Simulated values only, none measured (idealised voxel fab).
Process module in this document: voxel transistor to metal
Xsec cut, 160 nm wide, square cell size 5 nm.
Cross-section spec: square-cell grid; bands listed top down; each band is one or more rows.
This entry defines a band. It first specifies the height of the band's top and the height of its bottom in nm, and then specifies the band's materials from left to right, stating each material with its width in nm. The word "everywhere" identifies a single material that fills the band from edge to edge, while the word "blank" identifies empty space.
The level at which height equals 0 is the one under which the wafer, as it arrives, is entirely one material. No lower edge exists for the bottom band, which continues downward and is notated as in "0 down".
With a width like "30..40", each row of cells in the band differs from the next by the same amount, the top row carrying the first number and the bottom row the second.
Given "remains unaltered" for a step, no cell of the cross-section differs between before and after that step.
Under "Trapped cavities" you'll find the enclosed gaps, the ones with no way out to the top, that are 8 cells or bigger; each reads width x height at distance, with distance counted from the left edge, everything in nm.
It should be noted that, on the line of a given step, the content following the step's settings is a remark produced by the simulator itself with respect to that step.
overlay nm: right-of-plan distance of the mask on a masked step; negative values mean left-of-plan.

These are the steps we planned for the process:
step 1: RECEIVE (material Si)
step 2: OXIDIZE (depth nm 5)
step 3: CONFORMAL_DEP (material SiN; thk nm 10)
step 4: PATTERN (tone cover; mask id ACTIVE; material resist; width nm 100; thk nm 20; overlay nm 0)
step 5: DIRECTIONAL_ETCH (etch materials SiN; depth nm 10)
step 6: DIRECTIONAL_ETCH (etch materials SiO2; depth nm 5)
step 7: DIRECTIONAL_ETCH (etch materials Si; depth nm 30)
step 8: STRIP (etch materials resist)
step 9: OXIDIZE (depth nm 5)
step 10: FILL_DEP (material SiO2; thk nm 5)
step 11: CMP (height nm 10)
step 12: SELECTIVE_ETCH (etch materials SiO2; depth nm 5)
step 13: STRIP (etch materials SiN)
step 14: SELECTIVE_ETCH (etch materials SiO2; depth nm 5)
step 15: OXIDIZE (depth nm 5)
step 16: DIRECTIONAL_DEP (material polySi; thk nm 25)
step 17: DIRECTIONAL_DEP (material SiCN; thk nm 15)
step 18: MASKED_ETCH (tone cover; mask id GATE; width nm 20; etch materials SiCN; depth nm 25; overlay nm 0)
step 19: MASKED_ETCH (tone cover; mask id GATE; width nm 20; etch materials polySi; depth nm 35; overlay nm 0)
step 20: CONFORMAL_DEP (material SiN; thk nm 5)
step 21: DIRECTIONAL_ETCH (etch materials SiN; depth nm 5)
step 22: DIRECTIONAL_ETCH (etch materials SiO2; depth nm 5)
step 23: EPI (material nSi; thk nm 5)
step 24: FILL_DEP (material SiO2; thk nm 5)
step 25: CMP (height nm 35)
step 26: DIRECTIONAL_DEP (material SiO2; thk nm 15)
step 27: PATTERN (tone open; mask id CONTACT; material resist; width nm 20; pitch nm 70; thk nm 20; overlay nm 0)
step 28: DIRECTIONAL_ETCH (etch materials SiO2; depth nm 55)
step 29: STRIP (etch materials resist)
step 30: CONFORMAL_DEP (material TiN; thk nm 5)
step 31: FILL_DEP (material W; thk nm 10)
step 32: CMP (height nm 50)
step 33: CONFORMAL_DEP (material SiN; thk nm 5)
step 34: DIRECTIONAL_DEP (material lowk; thk nm 20)
step 35: PATTERN (tone open; mask id METAL_1; material resist; width nm 20; pitch nm 70; thk nm 15; overlay nm 0)
step 36: DIRECTIONAL_ETCH (etch materials lowk; depth nm 20)
step 37: DIRECTIONAL_ETCH (etch materials SiN; depth nm 5)
step 38: STRIP (etch materials resist)
step 39: CONFORMAL_DEP (material TiN; thk nm 5)
step 40: FILL_DEP (material Ru; thk nm 10)
step 41: CMP (height nm 75)
step 42: CONFORMAL_DEP (material SiCN; thk nm 5)
step 43: DIRECTIONAL_DEP (material lowk; thk nm 25)
step 44: DIRECTIONAL_DEP (material aC; thk nm 15)
step 45: PATTERN (tone open; mask id METAL_2_HOLES; material resist; width nm 15; pitch nm 70; thk nm 35; overlay nm 0)
step 46: DIRECTIONAL_ETCH (etch materials aC; depth nm 15)
step 47: STRIP (etch materials resist)
step 48: DIRECTIONAL_ETCH (etch materials lowk; depth nm 25)
step 49: STRIP (etch materials aC)
step 50: PATTERN (tone open; mask id METAL_2; material resist; width nm 20; pitch nm 70; thk nm 15; overlay nm 0)
step 51: DIRECTIONAL_ETCH (etch materials lowk; depth nm 15)
step 52: DIRECTIONAL_ETCH (etch materials SiCN; depth nm 5)
step 53: STRIP (etch materials resist)
step 54: CONFORMAL_DEP (material TiN; thk nm 5)
step 55: FILL_DEP (material Cu; thk nm 10)
step 56: CMP (height nm 105)
step 57: CONFORMAL_DEP (material SiCN; thk nm 5)

Cross-section of the wafer as it came to us, i.e., already through step 1:
    0 down  Si everywhere
    Trapped cavities: none

Look at the cross-section after the module: the wafer started out the way shown above and the plan was the one shown above, yet one mistake was made along the way:
    110 to 105  SiCN everywhere
    105 to 95  lowk: 35 / TiN: 5 / Cu: 10 / TiN: 5 / lowk: 50 / TiN: 5 / Cu: 10 / TiN: 5 / lowk: 35
    95 to 90  lowk: 35 / TiN: 5 / Cu: 5 / TiN: 10 / lowk: 50 / TiN: 5 / Cu: 5 / TiN: 10 / lowk: 35
    90 to 80  lowk: 35 / TiN: 5 / Cu: 5 / TiN: 5 / lowk: 55 / TiN: 5 / Cu: 5 / TiN: 5 / lowk: 40
    80 to 75  SiCN: 35 / TiN: 15 / SiCN: 55 / TiN: 15 / SiCN: 40
    75 to 55  lowk: 35 / TiN: 5 / Ru: 10 / TiN: 5 / lowk: 50 / TiN: 5 / Ru: 10 / TiN: 5 / lowk: 35
    55 to 50  SiN: 35 / TiN: 20 / SiN: 50 / TiN: 20 / SiN: 35
    50 to 35  SiO2: 35 / TiN: 5 / W: 10 / TiN: 5 / SiO2: 50 / TiN: 5 / W: 10 / TiN: 5 / SiO2: 35
    35 to 25  SiO2: 35 / TiN: 5 / W: 10 / TiN: 5 / SiO2: 10 / SiN: 5 / SiCN: 20 / SiN: 5 / SiO2: 10 / TiN: 5 / W: 10 / TiN: 5 / SiO2: 35
    25 to 5  SiO2: 35 / TiN: 5 / W: 10 / TiN: 5 / SiO2: 10 / SiN: 5 / polySi: 20 / SiN: 5 / SiO2: 10 / TiN: 5 / W: 10 / TiN: 5 / SiO2: 35
    5 to 0  SiO2: 35 / TiN: 20 / SiO2: 10 / SiN: 5 / polySi: 20 / SiN: 5 / SiO2: 10 / TiN: 20 / SiO2: 35
    0 to -5  SiO2: 30 / nSi: 35 / SiO2: 30 / nSi: 35 / SiO2: 30
    -5 to -40  SiO2: 35 / Si: 90 / SiO2: 35
    -40 down  Si everywhere
    Trapped cavities: none
In executing the process, a mistake was made relative to the plan: so 13 and 14 got swapped relative to the plan, each ran where the other was supposed to
